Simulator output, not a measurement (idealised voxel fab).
process module | voxel transistor to metal
Square cell edge 5 nm, section width 155 nm, ID cut.
A cross-section in this document is a grid of square cells, and it is written down as bands, the top band listed before the ones below it; a band is made up of one or more rows of cells. Heights first: top, then bottom, in nm. Then materials, left to right, each with a width in nm. "edge to edge" on a single material: fills the band edge to edge. "empty": empty space. A quick word on heights: they are counted from 0, and under that level the wafer as it came to us is one material throughout. The lowest band is different from the rest in having no bottom; it simply continues downward, written as in "0..down". Quick explanation for "30->40": the width changes in equal steps down the rows of cells, from the first number in the band's top row to the second number in its bottom row. "all unchanged" for a step: no cell of the cross-section changed in that step. Entry "Closed void table" = empty spaces >= 8 cells with no open way to the top; each as width x height at distance, distance from left edge, all nm. On a step's line, text after the settings is the simulator commenting on that step. overlay nm: where the mask lay relative to plan, measured to the right, on steps with a mask; negatives go left.
-- plan
- 1: RECEIVE [material Si]
- 2: CONFORMAL_DEP [material SiO2] [thk nm 5]
- 3: CONFORMAL_DEP [material SiN] [thk nm 15]
- 4: MASKED_ETCH [tone cover] [mask id ACTIVE] [width nm 95] [etch materials SiN] [depth nm 15] [overlay nm 0]
- 5: MASKED_ETCH [tone cover] [mask id ACTIVE] [width nm 95] [etch materials SiO2] [depth nm 5] [overlay nm 0]
- 6: MASKED_ETCH [tone cover] [mask id ACTIVE] [width nm 95] [etch materials Si] [depth nm 25] [overlay nm 0]
- 7: FILL_DEP [material SiO2] [thk nm 5]
- 8: CMP [height nm 20]
- 9: SELECTIVE_ETCH [etch materials SiO2] [depth nm 15]
- 10: STRIP [etch materials SiN]
- 11: SELECTIVE_ETCH [etch materials SiO2] [depth nm 5]
- 12: OXIDIZE [depth nm 5]
- 13: DIRECTIONAL_DEP [material polySi] [thk nm 20]
- 14: DIRECTIONAL_DEP [material SiCN] [thk nm 10]
- 15: DIRECTIONAL_DEP [material aC] [thk nm 10]
- 16: PATTERN [tone cover] [mask id GATE] [material resist] [width nm 25] [thk nm 25] [overlay nm 0]
- 17: DIRECTIONAL_ETCH [etch materials aC] [depth nm 10]
- 18: STRIP [etch materials resist]
- 19: DIRECTIONAL_ETCH [etch materials SiCN] [depth nm 20]
- 20: DIRECTIONAL_ETCH [etch materials polySi] [depth nm 30]
- 21: STRIP [etch materials aC]
- 22: CONFORMAL_DEP [material SiO2] [thk nm 5]
- 23: DIRECTIONAL_ETCH [etch materials SiO2] [depth nm 5]
- 24: CONFORMAL_DEP [material SiN] [thk nm 5]
- 25: DIRECTIONAL_ETCH [etch materials SiN] [depth nm 5]
- 26: DIRECTIONAL_ETCH [etch materials SiO2] [depth nm 5]
- 27: EPI [material pSi] [thk nm 5]
- 28: FILL_DEP [material SiO2] [thk nm 10]
- 29: CMP [height nm 20]
- 30: STRIP [etch materials polySi]
- 31: SELECTIVE_ETCH [etch materials SiO2] [depth nm 5]
- 32: CONFORMAL_DEP [material HfO2] [thk nm 5]
- 33: CONFORMAL_DEP [material TiN] [thk nm 5]
- 34: FILL_DEP [material W] [thk nm 5]
- 35: CMP [height nm 15]
- 36: DIRECTIONAL_DEP [material SiO2] [thk nm 15]
- 37: MASKED_ETCH [tone open] [mask id CONTACT] [width nm 15] [pitch nm 70] [etch materials SiO2] [depth nm 30] [overlay nm 0]
- 38: CONFORMAL_DEP [material TiN] [thk nm 5]
- 39: FILL_DEP [material Ru] [thk nm 5]
- 40: CMP [height nm 30]
- 41: DIRECTIONAL_DEP [material TiN] [thk nm 5]
- 42: DIRECTIONAL_DEP [material W] [thk nm 15]
- 43: PATTERN [tone cover] [mask id METAL_1] [material resist] [width nm 15] [pitch nm 70] [thk nm 15] [overlay nm 0]
- 44: DIRECTIONAL_ETCH [etch materials W] [depth nm 15]
- 45: DIRECTIONAL_ETCH [etch materials TiN] [depth nm 5]
- 46: STRIP [etch materials resist]
- 47: CONFORMAL_DEP [material SiCN] [thk nm 5]
- 48: FILL_DEP [material SiO2] [thk nm 5]
- 49: CMP [height nm 50]
- 50: CONFORMAL_DEP [material SiCN] [thk nm 5]
- 51: DIRECTIONAL_DEP [material SiO2] [thk nm 25]
- 52: PATTERN [tone open] [mask id METAL_2] [material resist] [width nm 15] [pitch nm 70] [thk nm 20] [overlay nm 0]
- 53: DIRECTIONAL_ETCH [etch materials SiO2] [depth nm 20]
- 54: STRIP [etch materials resist]
- 55: PATTERN [tone open] [mask id METAL_2_HOLES] [material resist] [width nm 15] [pitch nm 70] [thk nm 15] [overlay nm 0]
- 56: DIRECTIONAL_ETCH [etch materials SiO2] [depth nm 15]
- 57: DIRECTIONAL_ETCH [etch materials SiCN] [depth nm 5]
- 58: STRIP [etch materials resist]
- 59: CONFORMAL_DEP [material TiN] [thk nm 5]
- 60: FILL_DEP [material Ru] [thk nm 5]
- 61: CMP [height nm 90]
- 62: CONFORMAL_DEP [material SiCN] [thk nm 5]
Across this set of wafers, the varied parameter is the thk nm of step 51. Starting conditions are identical for every wafer, and the plan reports the value assigned to the first wafer.
-- Received condition of the first of several wafers, sectioned: post-step 1
    0..down | Si edge to edge
    Closed void table: none
-- Take a look at the first of several wafers in cross-section: the module is done, and step 62 was its last step
    95..90 | SiCN edge to edge
    90..85 | Ru edge to edge
    85..80 | TiN 40 | Ru 5 | TiN 65 | Ru 5 | TiN 40
    80..55 | SiO2 35 | TiN 5 | Ru 5 | TiN 5 | SiO2 55 | TiN 5 | Ru 5 | TiN 5 | SiO2 35
    55..50 | SiCN 35 | TiN 15 | SiCN 55 | TiN 15 | SiCN 35
    50..35 | SiO2 30 | SiCN 5 | W 15 | SiCN 5 | SiO2 45 | SiCN 5 | W 15 | SiCN 5 | SiO2 30
    35..30 | SiCN 35 | TiN 15 | SiCN 55 | TiN 15 | SiCN 35
    30..15 | SiO2 35 | TiN 5 | Ru 5 | TiN 5 | SiO2 55 | TiN 5 | Ru 5 | TiN 5 | SiO2 35
    15..5 | SiO2 35 | TiN 5 | Ru 5 | TiN 5 | SiO2 5 | SiN 5 | HfO2 5 | TiN 5 | W 15 | TiN 5 | HfO2 5 | SiN 5 | SiO2 5 | TiN 5 | Ru 5 | TiN 5 | SiO2 35
    5..0 | SiO2 35 | TiN 15 | SiO2 5 | SiN 5 | HfO2 5 | TiN 25 | HfO2 5 | SiN 5 | SiO2 5 | TiN 15 | SiO2 35
    0..-5 | SiO2 25 | pSi 30 | SiO2 5 | HfO2 35 | SiO2 5 | pSi 30 | SiO2 25
    -5..-25 | SiO2 30 | Si 95 | SiO2 30
    -25..down | Si edge to edge
    Closed void table: none
-- Of the several wafers, the last: cross-section at the end of the module
    95..90 | SiCN edge to edge
    90..75 | SiO2 35 | TiN 5 | Ru 5 | TiN 5 | SiO2 55 | TiN 5 | Ru 5 | TiN 5 | SiO2 35
    75..70 | SiO2 35 | TiN 15 | SiO2 55 | TiN 15 | SiO2 35
    70..55 | SiO2 edge to edge
    55..50 | SiCN edge to edge
    50..35 | SiO2 30 | SiCN 5 | W 15 | SiCN 5 | SiO2 45 | SiCN 5 | W 15 | SiCN 5 | SiO2 30
    35..30 | SiCN 35 | TiN 15 | SiCN 55 | TiN 15 | SiCN 35
    30..15 | SiO2 35 | TiN 5 | Ru 5 | TiN 5 | SiO2 55 | TiN 5 | Ru 5 | TiN 5 | SiO2 35
    15..5 | SiO2 35 | TiN 5 | Ru 5 | TiN 5 | SiO2 5 | SiN 5 | HfO2 5 | TiN 5 | W 15 | TiN 5 | HfO2 5 | SiN 5 | SiO2 5 | TiN 5 | Ru 5 | TiN 5 | SiO2 35
    5..0 | SiO2 35 | TiN 15 | SiO2 5 | SiN 5 | HfO2 5 | TiN 25 | HfO2 5 | SiN 5 | SiO2 5 | TiN 15 | SiO2 35
    0..-5 | SiO2 25 | pSi 30 | SiO2 5 | HfO2 35 | SiO2 5 | pSi 30 | SiO2 25
    -5..-25 | SiO2 30 | Si 95 | SiO2 30
    -25..down | Si edge to edge
    Closed void table: none
-- What follows is a table in which each wafer occupies a row; for the wafer as it stands at the close of the module, the row states, material by material, how many cells have been gained (+) or lost (-) since receipt, and then gives its closed voids
thk nm 25 | +13 HfO2 | +53 Ru | -79 Si | +93 SiCN | +6 SiN | +371 SiO2 | +96 TiN | +24 W | +12 pSi | Closed void table: none
thk nm 30 | +13 HfO2 | +24 Ru | -79 Si | +93 SiCN | +6 SiN | +396 SiO2 | +100 TiN | +24 W | +12 pSi | Closed void table: none
thk nm 35 | +13 HfO2 | +24 Ru | -79 Si | +93 SiCN | +6 SiN | +421 SiO2 | +75 TiN | +24 W | +12 pSi | Closed void table: none
thk nm 40 | +13 HfO2 | +20 Ru | -79 Si | +99 SiCN | +6 SiN | +427 SiO2 | +67 TiN | +24 W | +12 pSi | Closed void table: none
thk nm 45 | +13 HfO2 | +18 Ru | -79 Si | +99 SiCN | +6 SiN | +433 SiO2 | +63 TiN | +24 W | +12 pSi | Closed void table: none
thk nm 50 | +13 HfO2 | +16 Ru | -79 Si | +99 SiCN | +6 SiN | +439 SiO2 | +59 TiN | +24 W | +12 pSi | Closed void table: none
